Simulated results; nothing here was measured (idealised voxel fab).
Herein follows the process module entitled voxel gate over fins.
Displayed cross-section: cut, width of 150 nm, square cells sized 5 nm.
Cross-section = grid of square cells, listed top down in bands; band = one or more rows. Each band's line starts with the height of the band's top and of its bottom, in nm. Then come its materials from left to right, each with its width in nm. One material with "full width" fills the band from edge to edge. "blank" is empty space. Counting heights begins at 0, where everything beneath is, in the wafer as received, one material. The lowest band has no bottom; it goes on downwards, as "0 -> down" shows. The expression "30..40" gives the width at the extremes of the band, the first number at its top row of cells and the second at its bottom row, with the width changing by equal amounts from each row to the next in between. "nothing changed" (step): cross-section cells unchanged, all of them. Heads up: "Enclosed void inventory" only lists the empty pockets with no open path to the top that are 8 cells or more, and it writes them as width x height at distance, distance from the left edge, in nm. after a step's settings: what the simulator itself notes on the step. Regarding "overlay nm": on a step with a mask, it is the distance the mask lay to the right of its planned place; a negative value places it to the left.

THE FOLLOWING LIST GIVES THE PLANNED PROCESS STEPS
1) RECEIVE | material Si
2) CONFORMAL_DEP | material SiN | thk nm 5
3) MASKED_ETCH | tone cover | mask id FINS | width nm 15 | pitch nm 45 | etch materials SiN | depth nm 5 | overlay nm 0
4) MASKED_ETCH | tone cover | mask id FINS | width nm 15 | pitch nm 45 | etch materials Si | depth nm 30 | overlay nm 0
5) OXIDIZE | depth nm 5
6) FILL_DEP | material SiO2 | thk nm 10
7) CMP | height nm 5
8) SELECTIVE_ETCH | etch materials SiO2 | depth nm 15
9) STRIP | etch materials SiN
10) CONFORMAL_DEP | material HfO2 | thk nm 5
11) CONFORMAL_DEP | material TiN | thk nm 5
12) FILL_DEP | material W | thk nm 15
13) CMP | height nm 20
14) CONFORMAL_DEP | material SiCN | thk nm 10

DELIVERED WAFER IN CROSS-SECTION: STATE AFTER STEP 1
  0 -> down  Si full width
  Enclosed void inventory: none

END STATE OF THE MODULE IN CROSS-SECTION, GIVEN THE ABOVE STARTING POINT AND PLAN AND ONE MISTAKE IN EXECUTION
  30 -> 20  SiCN full width
  20 -> 10  W full width
  10 -> 5  W=40 | TiN=25 | W=20 | TiN=25 | W=40
  5 -> 0  W=40 | TiN=5 | HfO2=15 | TiN=5 | W=20 | TiN=5 | HfO2=15 | TiN=5 | W=40
  0 -> -15  W=40 | TiN=5 | HfO2=5 | Si=5 | HfO2=5 | TiN=5 | W=20 | TiN=5 | HfO2=5 | Si=5 | HfO2=5 | TiN=5 | W=40
  -15 -> -20  TiN=45 | HfO2=5 | Si=5 | HfO2=5 | TiN=30 | HfO2=5 | Si=5 | HfO2=5 | TiN=45
  -20 -> -25  HfO2=50 | Si=5 | HfO2=40 | Si=5 | HfO2=50
  -25 -> -35  SiO2=50 | Si=5 | SiO2=40 | Si=5 | SiO2=50
  -35 -> down  Si full width
  Enclosed void inventory: none
Processing error: execution of plan step 8 occurred twice
